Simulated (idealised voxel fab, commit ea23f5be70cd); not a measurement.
process module | voxel transistor to metal
cross-section cut | 150 nm wide | cells 5 nm
A cross-section is a grid of square cells, given in bands from the top down. A band is one or more rows of cells.
Each band's line starts with the height of the band's top and of its bottom, in nm. Then come its materials from left to right, each with its width in nm. One material with "throughout" fills the band from edge to edge. "air" is empty space.
Height 0 is the level under which the wafer as received is all one material. The lowest band goes on downwards, as in "0 down".
A width such as "30 to 40" changes by the same amount from each row of cells to the next, from the band's top row to its bottom row.
"no change" after a step means that no cell of the cross-section changed.
closed voids: empty space of 8 cells or more with no open way to the top, each as width x height at its distance from the left edge, in nm
after a step's settings: what the simulator itself notes on the step
overlay nm, on a step with a mask: how far to the right of its planned place the mask lay; to the left if negative
plan
1 op RECEIVE | material Si
2 op OXIDIZE | depth nm 5
3 op CONFORMAL_DEP | material SiN | thk nm 15
4 op PATTERN | tone cover | mask id ACTIVE | material resist | width nm 90 | thk nm 20 | overlay nm 0
5 op DIRECTIONAL_ETCH | etch materials SiN | depth nm 15
6 op DIRECTIONAL_ETCH | etch materials SiO2 | depth nm 5
7 op DIRECTIONAL_ETCH | etch materials Si | depth nm 25
8 op STRIP | etch materials resist
9 op FILL_DEP | material SiO2 | thk nm 5
10 op CMP | height nm 15
11 op SELECTIVE_ETCH | etch materials SiO2 | depth nm 15
12 op STRIP | etch materials SiN
13 op SELECTIVE_ETCH | etch materials SiO2 | depth nm 5
14 op OXIDIZE | depth nm 5
15 op DIRECTIONAL_DEP | material polySi | thk nm 25
16 op DIRECTIONAL_DEP | material SiCN | thk nm 15
17 op MASKED_ETCH | tone cover | mask id GATE | width nm 20 | etch materials SiCN | depth nm 25 | overlay nm 0
18 op MASKED_ETCH | tone cover | mask id GATE | width nm 20 | etch materials polySi | depth nm 35 | overlay nm 0
19 op CONFORMAL_DEP | material SiN | thk nm 10
20 op DIRECTIONAL_ETCH | etch materials SiN | depth nm 10
21 op DIRECTIONAL_ETCH | etch materials SiO2 | depth nm 5
22 op DIRECTIONAL_ETCH | etch materials Si | depth nm 5
23 op EPI | material SiGe | thk nm 10
24 op FILL_DEP | material SiO2 | thk nm 5
25 op CMP | height nm 35
26 op DIRECTIONAL_DEP | material SiO2 | thk nm 15
27 op PATTERN | tone open | mask id CONTACT | material resist | width nm 15 | pitch nm 65 | thk nm 20 | overlay nm 0
28 op DIRECTIONAL_ETCH | etch materials SiO2 | depth nm 55
29 op STRIP | etch materials resist
30 op CONFORMAL_DEP | material TiN | thk nm 5
31 op FILL_DEP | material W | thk nm 10
32 op CMP | height nm 50
33 op DIRECTIONAL_DEP | material TiN | thk nm 5
34 op DIRECTIONAL_DEP | material Ru | thk nm 25
35 op DIRECTIONAL_DEP | material aC | thk nm 10
36 op PATTERN | tone cover | mask id METAL_1 | material resist | width nm 15 | pitch nm 65 | thk nm 25 | overlay nm 0
37 op DIRECTIONAL_ETCH | etch materials aC | depth nm 10
38 op STRIP | etch materials resist
39 op DIRECTIONAL_ETCH | etch materials Ru | depth nm 25
40 op DIRECTIONAL_ETCH | etch materials TiN | depth nm 5
41 op STRIP | etch materials aC
42 op CONFORMAL_DEP | material SiN | thk nm 5
43 op FILL_DEP | material SiO2 | thk nm 5
44 op CMP | height nm 80
45 op CONFORMAL_DEP | material SiCN | thk nm 5
46 op DIRECTIONAL_DEP | material SiO2 | thk nm 35
47 op PATTERN | tone open | mask id METAL_2 | material resist | width nm 15 | pitch nm 65 | thk nm 20 | overlay nm 0
48 op DIRECTIONAL_ETCH | etch materials SiO2 | depth nm 20
49 op STRIP | etch materials resist
50 op PATTERN | tone open | mask id METAL_2_HOLES | material resist | width nm 15 | pitch nm 65 | thk nm 20 | overlay nm 0
51 op DIRECTIONAL_ETCH | etch materials SiO2 | depth nm 15
52 op DIRECTIONAL_ETCH | etch materials SiCN | depth nm 5
53 op STRIP | etch materials resist
54 op CONFORMAL_DEP | material TiN | thk nm 5
55 op FILL_DEP | material Ru | thk nm 10
56 op CMP | height nm 110
57 op CONFORMAL_DEP | material SiN | thk nm 5
varied across the wafers: height nm of step 56. The plan shows the first wafer's value. All wafers start alike
first wafer as received, after step 1
  0 down: Si throughout
  closed voids: none
each wafer at the end: cells of each material gained (+) or lost (-) since it was received, then its closed voids
height nm 110 | +40 Ru | -118 Si | +36 SiCN | +26 SiGe | +106 SiN | +484 SiO2 | +78 TiN | +18 W | +20 polySi | closed voids: none
height nm 115 | +42 Ru | -118 Si | +36 SiCN | +26 SiGe | +106 SiN | +508 SiO2 | +82 TiN | +18 W | +20 polySi | closed voids: none
height nm 120 | +44 Ru | -118 Si | +36 SiCN | +26 SiGe | +106 SiN | +532 SiO2 | +86 TiN | +18 W | +20 polySi | closed voids: none
height nm 125 | +46 Ru | -118 Si | +36 SiCN | +26 SiGe | +106 SiN | +532 SiO2 | +114 TiN | +18 W | +20 polySi | closed voids: none
height nm 130 | +76 Ru | -118 Si | +36 SiCN | +26 SiGe | +106 SiN | +532 SiO2 | +114 TiN | +18 W | +20 polySi | closed voids: none
height nm 135 | +106 Ru | -118 Si | +36 SiCN | +26 SiGe | +106 SiN | +532 SiO2 | +114 TiN | +18 W | +20 polySi | closed voids: none
